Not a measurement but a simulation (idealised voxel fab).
Process module heading - voxel self aligned vias
Section cut is 185 nm wide and gridded with 5 nm square cells.
Bands, listed from the top down, are how a cross-section gets written in this document; the cross-section itself is a grid of square cells, and a band is one or more rows of them.
Heights first: top, then bottom, in nm. Then materials, left to right, each with a width in nm. "full width" on a single material: fills the band edge to edge. "blank": empty space.
Height datum 0, below which the as-received substrate wafer is one material. Lowest band open at the bottom, running downward: "0 nm and below".
You'd read "30->40" like this: the band's top row of cells is as wide as the first number, its bottom row is as wide as the second, and going down, every row changes width by the same amount as the row before did.
What does "no alteration" mean for a step? It means no cell of the cross-section changed in that step.
The list in "Enclosed cavities" covers empty spaces of 8 cells or more that cannot reach the top through any open way, and it gives each as width x height at distance; the distance is from the left edge, and width, height and distance are in nm.
Post-settings text on a step line: simulator's own remark regarding the step.
overlay nm: step with mask; distance mask lay right of planned place; negative value = left of planned place.

The following list gives the planned process steps:
1) op RECEIVE | material Si
2) op CONFORMAL_DEP | material SiO2 | thk nm 10
3) op CONFORMAL_DEP | material SiCN | thk nm 5
4) op DIRECTIONAL_DEP | material SiO2 | thk nm 25
5) op MASKED_ETCH | tone open | mask id LINES | width nm 20 | pitch nm 70 | etch materials SiO2 | depth nm 25 | overlay nm 0
6) op CONFORMAL_DEP | material TiN | thk nm 5
7) op FILL_DEP | material Ru | thk nm 10
8) op CMP | height nm 40
9) op SELECTIVE_ETCH | etch materials W Ru TiN | depth nm 10
10) op FILL_DEP | material SiN | thk nm 10
11) op CMP | height nm 40
12) op DIRECTIONAL_DEP | material SiO2 | thk nm 15
13) op DIRECTIONAL_DEP | material aC | thk nm 10
14) op PATTERN | tone open | mask id VIAS | material resist | width nm 40 | pitch nm 70 | thk nm 25 | overlay nm 0
15) op DIRECTIONAL_ETCH | etch materials aC | depth nm 10
16) op STRIP | etch materials resist
17) op DIRECTIONAL_ETCH | etch materials SiO2 | depth nm 15
18) op DIRECTIONAL_ETCH | etch materials SiN | depth nm 10
19) op STRIP | etch materials aC
20) op CONFORMAL_DEP | material TiN | thk nm 5
21) op FILL_DEP | material Ru | thk nm 5
22) op CMP | height nm 55
23) op CONFORMAL_DEP | material SiN | thk nm 5

Step 1 complete: cross-section of the wafer as received:
* 0 nm and below: Si full width
* Enclosed cavities: none

Figure: cross-sectional view of the wafer upon completion of the module, processed from the initial state and according to the plan depicted above, with one error introduced during execution:
* 60 nm to 55 nm: SiN full width
* 55 nm to 45 nm: SiO2 35 nm; TiN 5 nm; Ru 30 nm; TiN 5 nm; SiO2 30 nm; TiN 5 nm; Ru 30 nm; TiN 5 nm; SiO2 40 nm
* 45 nm to 35 nm: SiO2 35->45 nm; TiN 15->5 nm; Ru 10 nm; TiN 15->5 nm; SiO2 30->50 nm; TiN 15->5 nm; Ru 10 nm; TiN 15->5 nm; SiO2 40->50 nm
* 35 nm to 30 nm: SiO2 45 nm; TiN 20 nm; SiO2 50 nm; TiN 20 nm; SiO2 50 nm
* 30 nm to 20 nm: SiO2 45 nm; TiN 5 nm; Ru 10 nm; TiN 5 nm; SiO2 50 nm; TiN 5 nm; Ru 10 nm; TiN 5 nm; SiO2 50 nm
* 20 nm to 15 nm: SiO2 45 nm; TiN 20 nm; SiO2 50 nm; TiN 20 nm; SiO2 50 nm
* 15 nm to 5 nm: SiO2 full width
* 5 nm to 0 nm: SiCN full width
* 0 nm and below: Si full width
* Enclosed cavities: none
Processing error: steps 2 and 3 swapped
